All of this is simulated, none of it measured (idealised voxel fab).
The name of this process module is voxel double patterning.
It is cross-section cut that appears here, measuring 255 nm in width, its square cells being 5 nm in size.
Format of a cross-section: grid, square cells. Given as bands. Order: top down. Band: one or more rows of cells. It is stipulated that each band's entry specify, in nanometres, the height of the top of the band and then that of its bottom, followed by the materials of the band in left-to-right sequence, each together with its width in nanometres. A single material marked by the word "everywhere" is understood to fill the band from edge to edge; the word "blank" is understood to denote empty space. Heights from 0 (as-received wafer is one material below). Bottom band endless downward, as "top 0, no bottom". You'd read "30..40" like this: the band's top row of cells is as wide as the first number, its bottom row is as wide as the second, and going down, every row changes width by the same amount as the row before did. "remained unchanged" for a step: no cell of the cross-section changed in that step. "Closed void list" lists enclosed empty spaces (at least 8 cells, no open path upward to the top), each as width x height at distance from the left edge, in nm. The remark found on a step's line after its settings is issued by the simulator itself and pertains to that step. A step line may carry the setting "overlay nm", which, for steps involving a mask, states the distance by which the mask lay to the right of its intended position; negative values denote displacement to the left.
The steps planned for the process are as follows:
- 1: RECEIVE: material Si
- 2: CONFORMAL_DEP: material SiO2, thk nm 5
- 3: DIRECTIONAL_DEP: material W, thk nm 15
- 4: DIRECTIONAL_DEP: material SiCN, thk nm 10
- 5: DIRECTIONAL_DEP: material aC, thk nm 15
- 6: PATTERN: tone open, mask id FIRST, material resist, width nm 15, pitch nm 50, thk nm 30, overlay nm 0
- 7: DIRECTIONAL_ETCH: etch materials aC, depth nm 15
- 8: STRIP: etch materials resist
- 9: DIRECTIONAL_ETCH: etch materials SiCN, depth nm 10
- 10: STRIP: etch materials aC
- 11: PATTERN: tone open, mask id SECOND, material resist, width nm 15, thk nm 20, overlay nm 0
- 12: DIRECTIONAL_ETCH: etch materials SiCN, depth nm 10
- 13: STRIP: etch materials resist
- 14: DIRECTIONAL_ETCH: etch materials W, depth nm 15
- 15: STRIP: etch materials SiCN
Incoming wafer, cross-sectional view, post step 1:
top 0, no bottom = Si everywhere
Closed void list: none
Starting wafer: above. Plan: above. Run: one mistake. Cross-section after the module: below:
top 20, bottom 5 = blank 95 nm | W 15 nm | blank 35 nm | W 15 nm | blank 95 nm
top 5, bottom 0 = SiO2 everywhere
top 0, no bottom = Si everywhere
Closed void list: none
Nonconformance to the process plan: off-plan run, step 6, actual operation and settings PATTERN: tone cover, mask id FIRST, material resist, width nm 15, pitch nm 50, thk nm 30, overlay nm 0
